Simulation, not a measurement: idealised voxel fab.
Process module name: voxel wiring stack
Displayed cross-section: cut, width of 225 nm, square cells sized 5 nm.
Cross-section spec: square-cell grid; bands listed top down; each band is one or more rows. First you get the band's top height and its bottom height, in nm, and then the materials it's made of, left to right, with each width in nm. If you see a single material with "throughout", that one covers the band edge to edge. "blank" is empty space. All heights in this document are referenced to 0, defined as the level beneath which the wafer, as received, consists entirely of one material. The lowest band is not bounded below; it extends indefinitely downward and is written in the form "top 0, no bottom". Think of "30 to 40" as a width that walks from the first number to the second as you go down the band, top row to bottom row, taking equal-sized steps from row to row. No cell of the cross-section changed in a step that is given as "everything unchanged". The list in "Closed void table" covers empty spaces of 8 cells or more that cannot reach the top through any open way, and it gives each as width x height at distance; the distance is from the left edge, and width, height and distance are in nm. Note: text after step settings on the step line = simulator remark on that step. The optional step-line setting "overlay nm" applies to steps with a mask and quantifies how far to the right of its planned location the mask lay, a negative value indicating leftward placement.
This section lists the process steps that were planned
1,RECEIVE (material Si)
2,CONFORMAL_DEP (material SiO2; thk nm 10)
3,DIRECTIONAL_DEP (material TiN; thk nm 5)
4,DIRECTIONAL_DEP (material Ru; thk nm 20)
5,DIRECTIONAL_DEP (material aC; thk nm 10)
6,PATTERN (tone cover; mask id METAL_1; material resist; width nm 30; pitch nm 50; thk nm 30; overlay nm 0)
7,DIRECTIONAL_ETCH (etch materials aC; depth nm 10)
8,STRIP (etch materials resist)
9,DIRECTIONAL_ETCH (etch materials Ru; depth nm 20)
10,DIRECTIONAL_ETCH (etch materials TiN; depth nm 5)
11,STRIP (etch materials aC)
12,CONFORMAL_DEP (material SiCN; thk nm 5)
13,FILL_DEP (material lowk; thk nm 5)
14,CMP (height nm 35)
15,CONFORMAL_DEP (material SiCN; thk nm 5)
16,DIRECTIONAL_DEP (material lowk; thk nm 15)
17,MASKED_ETCH (tone open; mask id PLUG_1; width nm 15; pitch nm 50; etch materials lowk; depth nm 15; overlay nm 0)
18,MASKED_ETCH (tone open; mask id PLUG_1; width nm 15; pitch nm 50; etch materials SiCN; depth nm 5; overlay nm 0)
19,CONFORMAL_DEP (material TiN; thk nm 5)
20,FILL_DEP (material Cu; thk nm 10)
21,CMP (height nm 55)
22,DIRECTIONAL_DEP (material TiN; thk nm 5)
23,DIRECTIONAL_DEP (material W; thk nm 20)
24,PATTERN (tone cover; mask id METAL_2; material resist; width nm 30; pitch nm 50; thk nm 15; overlay nm 0)
25,DIRECTIONAL_ETCH (etch materials W; depth nm 20)
26,DIRECTIONAL_ETCH (etch materials TiN; depth nm 5)
27,STRIP (etch materials resist)
28,FILL_DEP (material lowk; thk nm 5)
29,CMP (height nm 80)
30,CONFORMAL_DEP (material SiCN; thk nm 5)
31,DIRECTIONAL_DEP (material SiO2; thk nm 10)
32,PATTERN (tone open; mask id PLUG_2; material resist; width nm 15; pitch nm 100; thk nm 20; overlay nm 0)
33,DIRECTIONAL_ETCH (etch materials SiO2; depth nm 10)
34,DIRECTIONAL_ETCH (etch materials SiCN; depth nm 5)
35,STRIP (etch materials resist)
36,EPI (material Ru; thk nm 10)
37,EPI (material Ru; thk nm 5)
38,DIRECTIONAL_DEP (material TiN; thk nm 5)
39,DIRECTIONAL_DEP (material Ru; thk nm 25)
40,PATTERN (tone cover; mask id METAL_3; material resist; width nm 30; pitch nm 50; thk nm 20; overlay nm 0)
41,DIRECTIONAL_ETCH (etch materials Ru; depth nm 25)
42,DIRECTIONAL_ETCH (etch materials TiN; depth nm 5)
43,STRIP (etch materials resist)
44,FILL_DEP (material lowk; thk nm 10)
45,CMP (height nm 125)
46,CONFORMAL_DEP (material SiN; thk nm 5)
as received, after step 1
	top 0, no bottom: Si throughout
	Closed void table: none
Cross-sectional image of the first of two wafers at the end of the module, the run having proceeded as planned
	top 130, bottom 125: SiN throughout
	top 125, bottom 100: lowk=20 | Ru=30 | lowk=20 | Ru=30 | lowk=20 | Ru=30 | lowk=20 | Ru=30 | lowk=25
	top 100, bottom 95: lowk=20 | TiN=30 | lowk=20 | TiN=30 | lowk=20 | TiN=30 | lowk=20 | TiN=30 | lowk=25
	top 95, bottom 85: SiO2=20 | Ru=15 | SiO2=85 | Ru=15 | SiO2=90
	top 85, bottom 80: SiCN=20 | Ru=15 | SiCN=85 | Ru=15 | SiCN=90
	top 80, bottom 60: lowk=20 | W=30 | lowk=20 | W=30 | lowk=20 | W=30 | lowk=20 | W=30 | lowk=25
	top 60, bottom 55: lowk=20 | TiN=30 | lowk=20 | TiN=30 | lowk=20 | TiN=30 | lowk=20 | TiN=30 | lowk=25
	top 55, bottom 40: lowk=20 | TiN=5 | Cu=5 | TiN=5 | lowk=35 | TiN=5 | Cu=5 | TiN=5 | lowk=35 | TiN=5 | Cu=5 | TiN=5 | lowk=35 | TiN=5 | Cu=5 | TiN=5 | lowk=40
	top 40, bottom 35: SiCN=20 | TiN=15 | SiCN=35 | TiN=15 | SiCN=35 | TiN=15 | SiCN=35 | TiN=15 | SiCN=40
	top 35, bottom 15: lowk=15 | SiCN=5 | Ru=30 | SiCN=5 | lowk=10 | SiCN=5 | Ru=30 | SiCN=5 | lowk=10 | SiCN=5 | Ru=30 | SiCN=5 | lowk=10 | SiCN=5 | Ru=30 | SiCN=5 | lowk=20
	top 15, bottom 10: SiCN=20 | TiN=30 | SiCN=20 | TiN=30 | SiCN=20 | TiN=30 | SiCN=20 | TiN=30 | SiCN=25
	top 10, bottom 0: SiO2 throughout
	top 0, no bottom: Si throughout
	Closed void table: none
second wafer at the end: like start, like plan, one mistake
	top 130, bottom 125: SiN throughout
	top 125, bottom 110: lowk=35 | Ru=15 | lowk=20 | Ru=30 | lowk=35 | Ru=15 | lowk=20 | Ru=30 | lowk=25
	top 110, bottom 100: lowk=20 | Ru=30 | lowk=20 | Ru=30 | lowk=20 | Ru=30 | lowk=20 | Ru=30 | lowk=25
	top 100, bottom 95: lowk=20 | Ru=15 | TiN=15 | lowk=20 | TiN=30 | lowk=20 | Ru=15 | TiN=15 | lowk=20 | TiN=30 | lowk=25
	top 95, bottom 85: SiO2=20 | Ru=15 | SiO2=85 | Ru=15 | SiO2=90
	top 85, bottom 80: SiCN=20 | TiN=15 | SiCN=85 | TiN=15 | SiCN=90
	top 80, bottom 60: SiN throughout
	top 60, bottom 55: TiN throughout
	top 55, bottom 40: lowk=20 | TiN=5 | Cu=5 | TiN=5 | lowk=35 | TiN=5 | Cu=5 | TiN=5 | lowk=35 | TiN=5 | Cu=5 | TiN=5 | lowk=35 | TiN=5 | Cu=5 | TiN=5 | lowk=40
	top 40, bottom 35: SiCN=20 | TiN=15 | SiCN=35 | TiN=15 | SiCN=35 | TiN=15 | SiCN=35 | TiN=15 | SiCN=40
	top 35, bottom 15: lowk=15 | SiCN=5 | Ru=30 | SiCN=5 | lowk=10 | SiCN=5 | Ru=30 | SiCN=5 | lowk=10 | SiCN=5 | Ru=30 | SiCN=5 | lowk=10 | SiCN=5 | Ru=30 | SiCN=5 | lowk=20
	top 15, bottom 10: SiCN=20 | TiN=30 | SiCN=20 | TiN=30 | SiCN=20 | TiN=30 | SiCN=20 | TiN=30 | SiCN=25
	top 10, bottom 0: SiO2 throughout
	top 0, no bottom: Si throughout
	Closed void table: none
What was the processing mistake? off-plan run, step 23, actual operation and settings DIRECTIONAL_DEP (material SiN; thk nm 20)
Count the cells at the end and the second wafer has more or fewer of some materials than the first: 18 fewer of Ru | 180 more of SiN | 21 more of TiN | 96 fewer of W | 87 fewer of lowk
